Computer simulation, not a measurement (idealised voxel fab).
process module | voxel released beams
cross-section cut | 215 nm wide | cells 5 nm
A cross-section is a grid of square cells, given in bands from the top down. A band is one or more rows of cells.
Each band's line starts with the height of the band's top and of its bottom, in nm. Then come its materials from left to right, each with its width in nm. One material with "throughout" fills the band from edge to edge. "air" is empty space.
Height 0 is the level under which the wafer as received is all one material. The lowest band goes on downwards, as in "0 down".
A width such as "30 to 40" changes by the same amount from each row of cells to the next, from the band's top row to its bottom row.
"no change" after a step means that no cell of the cross-section changed.
closed voids: empty space of 8 cells or more with no open way to the top, each as width x height at its distance from the left edge, in nm
after a step's settings: what the simulator itself notes on the step
overlay nm, on a step with a mask: how far to the right of its planned place the mask lay; to the left if negative
plan
1 op RECEIVE | material Si
2 op CONFORMAL_DEP | material Al2O3 | thk nm 5
3 op DIRECTIONAL_DEP | material SiO2 | thk nm 10
4 op PATTERN | tone open | mask id ANCHOR | material resist | width nm 45 | thk nm 20 | overlay nm 0
5 op DIRECTIONAL_ETCH | etch materials SiO2 | depth nm 10
6 op STRIP | etch materials resist
7 op CONFORMAL_DEP | material W | thk nm 15
8 op MASKED_ETCH | tone cover | mask id BEAM | width nm 130 | etch materials W | depth nm 15 | overlay nm 0
9 op STRIP | etch materials SiO2
as received, after step 1
  0 down: Si throughout
  closed voids: none
a wafer at the end: this start, this plan, one mistake
  45 to 30: air 40 | W 130 | air 45
  30 to 15: W throughout
  15 to 5: SiO2 45 | W 45 | SiO2 125
  5 to 0: Al2O3 throughout
  0 down: Si throughout
  closed voids: none
what went wrong: step 7 was run twice
